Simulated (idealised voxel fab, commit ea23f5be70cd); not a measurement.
process module | voxel quadruple lines
The cross-section on display is named cut; it measures 260 nm wide, and its cells are 5 nm squares.
Cross-section format: a grid of square cells, given as bands from top to bottom; each band is one or more rows of cells. Top height, bottom height, nm. Materials left to right, width each, nm. Single material + "full width" = fills band edge to edge. "blank" = empty. We count height from 0. Below that, the starting wafer is all one material. The lowest band never ends at the bottom but goes on down; see "0 -> down" for how that is written. Width spec "30..40" -> top row of cells at first value, bottom row at second value, equal per-row change in between. Basically "no modifications" means that step didn't change any cell in the cross-section. So "Enclosed void listing" is basically the list of trapped voids: any empty space of 8 cells or more that can't reach the top through an opening. They're written width x height at distance, the distance being from the left edge, and it's all nm. Formally, on a step line, whatever follows the settings is a remark that the simulator itself makes on the step. overlay nm: for a step with a mask, the amount by which the mask lay right of where it was planned; a negative amount means left of it.

[Process steps (planned)]
| 1 | RECEIVE: material Si |
| 2 | CONFORMAL_DEP: material Al2O3, thk nm 5 |
| 3 | DIRECTIONAL_DEP: material W, thk nm 15 |
| 4 | DIRECTIONAL_DEP: material polySi, thk nm 20 |
| 5 | DIRECTIONAL_DEP: material aC, thk nm 20 |
| 6 | PATTERN: tone cover, mask id MANDREL, material resist, width nm 20, thk nm 30, overlay nm 0 |
| 7 | DIRECTIONAL_ETCH: etch materials aC, depth nm 20 |
| 8 | STRIP: etch materials resist |
| 9 | CONFORMAL_DEP: material SiO2, thk nm 10 |
| 10 | DIRECTIONAL_ETCH: etch materials SiO2, depth nm 10 |
| 11 | STRIP: etch materials aC |
| 12 | DIRECTIONAL_ETCH: etch materials polySi, depth nm 20 |
| 13 | STRIP: etch materials SiO2 |
| 14 | CONFORMAL_DEP: material SiCN, thk nm 5 |
| 15 | DIRECTIONAL_ETCH: etch materials SiCN, depth nm 5 |
| 16 | STRIP: etch materials polySi |
| 17 | DIRECTIONAL_ETCH: etch materials W, depth nm 15 |
| 18 | STRIP: etch materials SiCN |

[Cross-section of the wafer as it came to us, i.e., already through step 1]
- 0 -> down | Si full width
- Enclosed void listing: none

[Starting wafer: above. Plan: above. Run: one mistake. Cross-section after the module: below]
- 15 -> 0 | 105 of blank / 5 of W / 10 of blank / 5 of W / 10 of blank / 5 of W / 10 of blank / 5 of W / 105 of blank
- 0 -> down | Si full width
- Enclosed void listing: none
Finding, execution versus plan: step 2 of the plan did not run at all; it was left out
